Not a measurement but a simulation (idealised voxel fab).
process module | voxel released beams
cross-section cut | 170 nm wide | cells 5 nm
A cross-section is a grid of square cells, given in bands from the top down. A band is one or more rows of cells.
Each band's line starts with the height of the band's top and of its bottom, in nm. Then come its materials from left to right, each with its width in nm. One material with "throughout" fills the band from edge to edge. "air" is empty space.
Height 0 is the level under which the wafer as received is all one material. The lowest band goes on downwards, as in "0 down".
A width such as "30 to 40" changes by the same amount from each row of cells to the next, from the band's top row to its bottom row.
"no change" after a step means that no cell of the cross-section changed.
closed voids: empty space of 8 cells or more with no open way to the top, each as width x height at its distance from the left edge, in nm
after a step's settings: what the simulator itself notes on the step
overlay nm, on a step with a mask: how far to the right of its planned place the mask lay; to the left if negative
plan
1 op RECEIVE | material Si
2 op CONFORMAL_DEP | material Al2O3 | thk nm 5
3 op DIRECTIONAL_DEP | material SiO2 | thk nm 20
4 op PATTERN | tone open | mask id ANCHOR | material resist | width nm 40 | thk nm 20 | overlay nm 0
5 op DIRECTIONAL_ETCH | etch materials SiO2 | depth nm 20
6 op STRIP | etch materials resist
7 op CONFORMAL_DEP | material SiN | thk nm 15
8 op MASKED_ETCH | tone cover | mask id BEAM | width nm 85 | etch materials SiN | depth nm 15 | overlay nm 0
9 op STRIP | etch materials SiO2
first wafer, as planned
as received, after step 1
  0 down: Si throughout
  closed voids: none
after step 2
  5 to 0: Al2O3 throughout
  below 0: unchanged
after step 3
  25 to 5: SiO2 throughout
  below 5: unchanged
after step 4
  45 to 25: resist 45 | air 40 | resist 85
  below 25: unchanged
after step 5
  45 to 25: resist 45 | air 40 | resist 85
  25 to 5: SiO2 45 | air 40 | SiO2 85
  below 5: unchanged
after step 6
  25 to 5: SiO2 45 | air 40 | SiO2 85
  below 5: unchanged
after step 7
  40 to 25: SiN 60 | air 10 | SiN 100
  25 to 20: SiO2 45 | SiN 15 | air 10 | SiN 15 | SiO2 85
  20 to 5: SiO2 45 | SiN 40 | SiO2 85
  below 5: unchanged
after step 8
  40 to 25: air 40 | SiN 20 | air 10 | SiN 55 | air 45
  below 25: unchanged
after step 9
  40 to 25: air 40 | SiN 20 | air 10 | SiN 55 | air 45
  25 to 20: air 45 | SiN 15 | air 10 | SiN 15 | air 85
  20 to 5: air 45 | SiN 40 | air 85
  below 5: unchanged
second wafer: like start, like plan, one mistake. Through step 1 it matches the first wafer
when step 2 should have ended
  5 to 0: SiO2 throughout
  below 0: unchanged
when step 3 should have ended
  25 to 0: SiO2 throughout
  below 0: unchanged
when step 4 should have ended
  45 to 25: resist 45 | air 40 | resist 85
  below 25: unchanged
when step 5 should have ended
  45 to 25: resist 45 | air 40 | resist 85
  25 to 5: SiO2 45 | air 40 | SiO2 85
  below 5: unchanged
when step 6 should have ended
  25 to 5: SiO2 45 | air 40 | SiO2 85
  below 5: unchanged
when step 7 should have ended
  40 to 25: SiN 60 | air 10 | SiN 100
  25 to 20: SiO2 45 | SiN 15 | air 10 | SiN 15 | SiO2 85
  20 to 5: SiO2 45 | SiN 40 | SiO2 85
  below 5: unchanged
when step 8 should have ended
  40 to 25: air 40 | SiN 20 | air 10 | SiN 55 | air 45
  below 25: unchanged
when step 9 should have ended
  0 down: Si throughout
what went wrong: step 2 ran as: op CONFORMAL_DEP | material SiO2 | thk nm 5
at the end the second wafer has, in cells: 34 fewer of Al2O3 | 75 fewer of SiN
